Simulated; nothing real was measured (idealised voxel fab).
process module | voxel tone inversion
cross-section cut | 220 nm wide | cells 5 nm
A cross-section is a grid of square cells, given in bands from the top down. A band is one or more rows of cells.
Each band's line starts with the height of the band's top and of its bottom, in nm. Then come its materials from left to right, each with its width in nm. One material with "throughout" fills the band from edge to edge. "air" is empty space.
Height 0 is the level under which the wafer as received is all one material. The lowest band goes on downwards, as in "0 down".
A width such as "30 to 40" changes by the same amount from each row of cells to the next, from the band's top row to its bottom row.
"no change" after a step means that no cell of the cross-section changed.
closed voids: empty space of 8 cells or more with no open way to the top, each as width x height at its distance from the left edge, in nm
after a step's settings: what the simulator itself notes on the step
overlay nm, on a step with a mask: how far to the right of its planned place the mask lay; to the left if negative
plan
1 op RECEIVE | material Si
2 op CONFORMAL_DEP | material SiN | thk nm 10
3 op DIRECTIONAL_DEP | material aC | thk nm 15
4 op PATTERN | tone cover | mask id POSTS | material resist | width nm 15 | pitch nm 45 | thk nm 25 | overlay nm 0
5 op DIRECTIONAL_ETCH | etch materials aC | depth nm 15
6 op STRIP | etch materials resist
7 op FILL_DEP | material lowk | thk nm 10
8 op CMP | height nm 25
9 op STRIP | etch materials aC
as received, after step 1
  0 down: Si throughout
  closed voids: none
first wafer at the end, as planned
  25 to 10: lowk 35 | air 15 | lowk 30 | air 15 | lowk 30 | air 15 | lowk 30 | air 15 | lowk 35
  10 to 0: SiN throughout
  0 down: Si throughout
  closed voids: none
second wafer at the end: like start, like plan, one mistake
  25 to 10: lowk 35 | air 15 | lowk 30 | air 15 | lowk 30 | air 15 | lowk 30 | air 15 | lowk 35
  10 to 0: lowk throughout
  0 down: Si throughout
  closed voids: none
what went wrong: step 2 ran as: op CONFORMAL_DEP | material lowk | thk nm 10
at the end the second wafer has, in cells: 88 fewer of SiN | 88 more of lowk
